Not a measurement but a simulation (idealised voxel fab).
Title: Process Module voxel capacitor over wiring
The width of the displayed cross-section, cut, is 170 nm; its cells are square, with a size of 5 nm.
Cross-section = grid of square cells, listed top down in bands; band = one or more rows. Look at the band entry: it leads with the top's height and the bottom's height in nm. Then it lists the materials left to right, with a width in nm for each. The word "everywhere" on a single material says that material fills the band edge to edge. The word "air" is empty space. It should be noted that heights are counted from 0, beneath which the wafer as supplied is of one material throughout, and that the lowest band possesses no lower boundary but continues downward, as written in "0 and below". You'd read "30->40" like this: the band's top row of cells is as wide as the first number, its bottom row is as wide as the second, and going down, every row changes width by the same amount as the row before did. "identical to before" for a step: no cell of the cross-section changed in that step. "Enclosed empty spaces": sealed empty spaces, 8 cells or more, no open way to top, listed width x height at distance, with distance from the left edge and width, height and distance in nm. Step line, after settings: the simulator's comment on this step. overlay nm: on a step with a mask, how far right of its planned place the mask lay; negative means left.

PLAN
1 RECEIVE, material Si
2 CONFORMAL_DEP, material SiO2, thk nm 10
3 DIRECTIONAL_DEP, material TiN, thk nm 5
4 DIRECTIONAL_DEP, material Ru, thk nm 15
5 MASKED_ETCH, tone cover, mask id METAL_1, width nm 25, pitch nm 80, etch materials Ru, depth nm 15, overlay nm 0
6 MASKED_ETCH, tone cover, mask id METAL_1, width nm 25, pitch nm 80, etch materials TiN, depth nm 5, overlay nm 0
7 CONFORMAL_DEP, material SiCN, thk nm 5
8 FILL_DEP, material lowk, thk nm 10
9 CMP, height nm 30
10 CONFORMAL_DEP, material SiCN, thk nm 5
11 DIRECTIONAL_DEP, material lowk, thk nm 15
12 PATTERN, tone open, mask id PLUG_1, material resist, width nm 15, thk nm 15, overlay nm 0
13 DIRECTIONAL_ETCH, etch materials lowk, depth nm 15
14 DIRECTIONAL_ETCH, etch materials SiCN, depth nm 5
15 STRIP, etch materials resist
16 CONFORMAL_DEP, material TiN, thk nm 5
17 FILL_DEP, material Ru, thk nm 5
18 CMP, height nm 50
19 DIRECTIONAL_DEP, material TiN, thk nm 10
20 DIRECTIONAL_DEP, material SiN, thk nm 5
21 DIRECTIONAL_DEP, material TiN, thk nm 10
22 PATTERN, tone cover, mask id UPPER_PLATE, material resist, width nm 60, thk nm 15, overlay nm 0
23 DIRECTIONAL_ETCH, etch materials TiN, depth nm 10
24 DIRECTIONAL_ETCH, etch materials SiN, depth nm 5
25 STRIP, etch materials resist
26 DIRECTIONAL_DEP, material aC, thk nm 10
27 PATTERN, tone cover, mask id LOWER_PLATE, material resist, width nm 70, thk nm 25, overlay nm 0
28 DIRECTIONAL_ETCH, etch materials aC, depth nm 10
29 STRIP, etch materials resist
30 DIRECTIONAL_ETCH, etch materials TiN, depth nm 10
31 STRIP, etch materials aC
32 FILL_DEP, material SiO2, thk nm 15
33 CMP, height nm 85
34 DIRECTIONAL_DEP, material aC, thk nm 15
35 PATTERN, tone open, mask id PLUG_2, material resist, width nm 15, thk nm 30, overlay nm 0
36 DIRECTIONAL_ETCH, etch materials aC, depth nm 15
37 STRIP, etch materials resist
38 DIRECTIONAL_ETCH, etch materials SiO2, depth nm 10
39 STRIP, etch materials aC
40 CONFORMAL_DEP, material TiN, thk nm 5
41 FILL_DEP, material Ru, thk nm 10
42 CMP, height nm 85
43 CONFORMAL_DEP, material SiCN, thk nm 5

WAFER AS RECEIVED: CROSS-SECTION FOLLOWING STEP 1
> 0 and below = Si everywhere
> Enclosed empty spaces: none

MODULE COMPLETE - CROSS-SECTION OF THE FIRST OF TWO WAFERS, RUN ACCORDING TO PLAN
> 90 down to 85 = SiCN everywhere
> 85 down to 80 = 50 of SiO2  5 of TiN  5 of Ru  5 of TiN  105 of SiO2
> 80 down to 75 = 50 of SiO2  15 of TiN  105 of SiO2
> 75 down to 65 = 40 of SiO2  60 of TiN  70 of SiO2
> 65 down to 60 = 40 of SiO2  60 of SiN  70 of SiO2
> 60 down to 50 = 35 of SiO2  70 of TiN  65 of SiO2
> 50 down to 35 = 40 of lowk  5 of TiN  5 of Ru  5 of TiN  115 of lowk
> 35 down to 30 = 40 of SiCN  15 of TiN  115 of SiCN
> 30 down to 15 = 25 of lowk  5 of SiCN  25 of Ru  5 of SiCN  45 of lowk  5 of SiCN  25 of Ru  5 of SiCN  30 of lowk
> 15 down to 10 = 30 of SiCN  25 of TiN  55 of SiCN  25 of TiN  35 of SiCN
> 10 down to 0 = SiO2 everywhere
> 0 and below = Si everywhere
> Enclosed empty spaces: none

SECOND WAFER THROUGH THE MODULE, SECTIONED AT THE END: SAME BEGINNING AND SAME PLAN AS THE FIRST WAFER, WITH ONE MISTAKE IN CARRYING IT OUT
> 90 down to 85 = SiCN everywhere
> 85 down to 80 = 50 of SiO2  5 of TiN  5 of Ru  5 of TiN  105 of SiO2
> 80 down to 75 = 50 of SiO2  15 of TiN  105 of SiO2
> 75 down to 65 = 40 of SiO2  60 of TiN  70 of SiO2
> 65 down to 60 = 40 of SiO2  60 of SiN  70 of SiO2
> 60 down to 50 = 35 of SiO2  70 of TiN  65 of SiO2
> 50 down to 35 = 40 of lowk  5 of TiN  10 of Ru  5 of TiN  110 of lowk
> 35 down to 30 = 40 of SiCN  20 of TiN  110 of SiCN
> 30 down to 15 = 25 of lowk  5 of SiCN  25 of Ru  5 of SiCN  45 of lowk  5 of SiCN  25 of Ru  5 of SiCN  30 of lowk
> 15 down to 10 = 30 of SiCN  25 of TiN  55 of SiCN  25 of TiN  35 of SiCN
> 10 down to 0 = SiO2 everywhere
> 0 and below = Si everywhere
> Enclosed empty spaces: none
Heads up, the wafer didn't run the way we planned it: step 12: run off-plan, actual operation and settings PATTERN, tone open, mask id PLUG_1, material resist, width nm 20, thk nm 15, overlay nm 0
End of process, cell counts, second wafer against first, materials with more or fewer: Ru: 3 more, SiCN: 1 fewer, TiN: 1 more, lowk: 3 fewer
